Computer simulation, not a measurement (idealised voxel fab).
Proc. module: voxel fin reveal
The width of the displayed cross-section, cut, is 200 nm; its cells are square, with a size of 5 nm.
A cross-section is a grid of square cells, given in bands from the top down. A band is one or more rows of cells. Top height, bottom height, nm. Materials left to right, width each, nm. Single material + "edge to edge" = fills band edge to edge. "air" = empty. Heights from 0 (as-received wafer is one material below). Bottom band endless downward, as "top 0, no bottom". Per-row width for "30->40": begins at first number (top row of band), ends at second number (bottom row), increment between rows held constant. Step marked "no modifications"? Then no cell in the cross-section changed in it. Any empty space of 8 cells or more lacking an open way to the top shows up in "Fully closed voids" as width x height at distance, distance from the left edge, in nm. Step line, after settings: the simulator's comment on this step. Among the settings permitted on a step's line is "overlay nm"; applied to a step with a mask, it specifies the extent to which the mask lay to the right of its planned position, whereas a negative figure signifies a position to the left.
[This section lists the process steps that were planned]
1,op RECEIVE | material Si
2,op CONFORMAL_DEP | material SiN | thk nm 5
3,op DIRECTIONAL_DEP | material aC | thk nm 15
4,op PATTERN | tone cover | mask id FINS | material resist | width nm 15 | pitch nm 35 | thk nm 35 | overlay nm 0
5,op DIRECTIONAL_ETCH | etch materials aC | depth nm 15
6,op STRIP | etch materials resist
7,op DIRECTIONAL_ETCH | etch materials SiN | depth nm 5
8,op DIRECTIONAL_ETCH | etch materials Si | depth nm 35
9,op STRIP | etch materials aC
10,op OXIDIZE | depth nm 5
11,op FILL_DEP | material SiO2 | thk nm 15
12,op CMP | height nm 5
13,op SELECTIVE_ETCH | etch materials SiO2 | depth nm 20
14,op STRIP | etch materials SiN
15,op CONFORMAL_DEP | material SiO2 | thk nm 5
[Wafer at receipt (post step 1), cross-section]
    top 0, no bottom | Si edge to edge
    Fully closed voids: none
[Cross-section taken at module completion on the first of two wafers; processed per the plan]
    top 5, bottom 0 | 75 of air; 15 of SiO2; 20 of air; 15 of SiO2; 75 of air
    top 0, bottom -10 | 75 of air; 5 of SiO2; 5 of Si; 5 of SiO2; 20 of air; 5 of SiO2; 5 of Si; 5 of SiO2; 75 of air
    top -10, bottom -40 | 80 of SiO2; 5 of Si; 30 of SiO2; 5 of Si; 80 of SiO2
    top -40, no bottom | Si edge to edge
    Fully closed voids: none
[Wafer two, sectioned after the module: the first wafer's start, the first wafer's plan, and one mistake in how it was run]
    top 5, bottom 0 | 75 of air; 15 of SiO2; 20 of air; 15 of SiO2; 75 of air
    top 0, bottom -10 | 75 of air; 5 of SiO2; 5 of Si; 5 of SiO2; 20 of air; 5 of SiO2; 5 of Si; 5 of SiO2; 75 of air
    top -10, bottom -75 | 80 of SiO2; 5 of Si; 30 of SiO2; 5 of Si; 80 of SiO2
    top -75, no bottom | Si edge to edge
    Fully closed voids: none
Misprocessing identified: step 8 of the plan was performed twice
The final cell counts differ between the wafers, with the second having more or fewer of some materials than the first: Si: 266 fewer, SiO2: 266 more
